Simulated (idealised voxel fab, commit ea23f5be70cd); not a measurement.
This section sets out a process module, namely voxel wiring stack.
Each square cell in cross-section cut measures 5 nm, and the section as a whole is 240 nm wide.
Notation: cross-section as square-cell grid; stated in bands, top first, going down; one or more cell rows per band. First you get the band's top height and its bottom height, in nm, and then the materials it's made of, left to right, with each width in nm. If you see a single material with "all across", that one covers the band edge to edge. "blank" is empty space. Ref level 0: as-received wafer is one material below here. Bottom band extends down with no lower bound ("from 0 down"). Width: "30 to 40" (first number = top row, second number = bottom row, same change from row to row of cells). The designation "same as before", where it is given for a processing step, indicates that no cell of the cross-section was altered in the course of that step. If an empty space has no open way to the top and is at least 8 cells in size, "Entrapped void list" lists it, written width x height at distance, where distance is measured from the left edge and every value is in nm. Where a step's line continues beyond its settings, the continuation is a remark by the simulator itself on that step. The line of a step may include "overlay nm". On a step with a mask, this value is how far to the right of its planned place the mask lay. A negative value means the mask lay to the left.

PROCESS STEPS (PLANNED)
- 1: RECEIVE: material Si
- 2: CONFORMAL_DEP: material SiO2, thk nm 15
- 3: CONFORMAL_DEP: material SiN, thk nm 5
- 4: DIRECTIONAL_DEP: material SiO2, thk nm 15
- 5: PATTERN: tone open, mask id METAL_1, material resist, width nm 30, pitch nm 50, thk nm 20, overlay nm 0
- 6: DIRECTIONAL_ETCH: etch materials SiO2, depth nm 15
- 7: DIRECTIONAL_ETCH: etch materials SiN, depth nm 5
- 8: STRIP: etch materials resist
- 9: CONFORMAL_DEP: material TiN, thk nm 5
- 10: FILL_DEP: material Cu, thk nm 10
- 11: CMP: height nm 35
- 12: EPI: material Ru, thk nm 5
- 13: FILL_DEP: material SiCN, thk nm 5
- 14: DIRECTIONAL_DEP: material lowk, thk nm 25
- 15: DIRECTIONAL_DEP: material aC, thk nm 5
- 16: PATTERN: tone open, mask id METAL_2, material resist, width nm 30, pitch nm 50, thk nm 35, overlay nm 0
- 17: DIRECTIONAL_ETCH: etch materials aC, depth nm 15
- 18: STRIP: etch materials resist
- 19: DIRECTIONAL_ETCH: etch materials lowk, depth nm 15
- 20: STRIP: etch materials aC
- 21: PATTERN: tone open, mask id METAL_2_HOLES, material resist, width nm 15, thk nm 15, overlay nm 0
- 22: DIRECTIONAL_ETCH: etch materials lowk, depth nm 10
- 23: DIRECTIONAL_ETCH: etch materials SiCN, depth nm 5
- 24: STRIP: etch materials resist
- 25: CONFORMAL_DEP: material TiN, thk nm 5
- 26: FILL_DEP: material Ru, thk nm 10
- 27: CMP: height nm 70
- 28: CONFORMAL_DEP: material SiN, thk nm 5
Wafers differ in thk nm at step 15; plan lists the first wafer's value; identical starting state.

CUT THROUGH THE FIRST OF SEVERAL WAFERS AS RECEIVED, POST STEP 1
> from 0 down  Si all across
> Entrapped void list: none

THE ROWS OF THE TABLE BELOW ARE WAFERS. LOOKING AT THE END OF THE MODULE, A ROW COUNTS, FOR EVERY MATERIAL, THE CELLS THE WAFER HAS GAINED, SHOWN AS (+), OR LOST, SHOWN AS (-), SINCE IT WAS RECEIVED; ITS CLOSED VOIDS COME NEXT
thk nm 5; +24 Cu; +35 Ru; +77 SiCN; +84 SiN; +252 SiO2; +50 TiN; +198 lowk; Entrapped void list: none
thk nm 10; +24 Cu; +35 Ru; +77 SiCN; +84 SiN; +252 SiO2; +50 TiN; +198 lowk; Entrapped void list: none
thk nm 15; +24 Cu; +35 Ru; +77 SiCN; +84 SiN; +252 SiO2; +50 TiN; +198 lowk; Entrapped void list: none
thk nm 20; +24 Cu; +17 Ru; +80 SiCN; +84 SiN; +252 SiO2; +29 TiN; +234 lowk; Entrapped void list: none
thk nm 25; +24 Cu; +17 Ru; +80 SiCN; +84 SiN; +252 SiO2; +29 TiN; +234 lowk; Entrapped void list: none
thk nm 30; +24 Cu; +17 Ru; +80 SiCN; +84 SiN; +252 SiO2; +29 TiN; +234 lowk; Entrapped void list: none
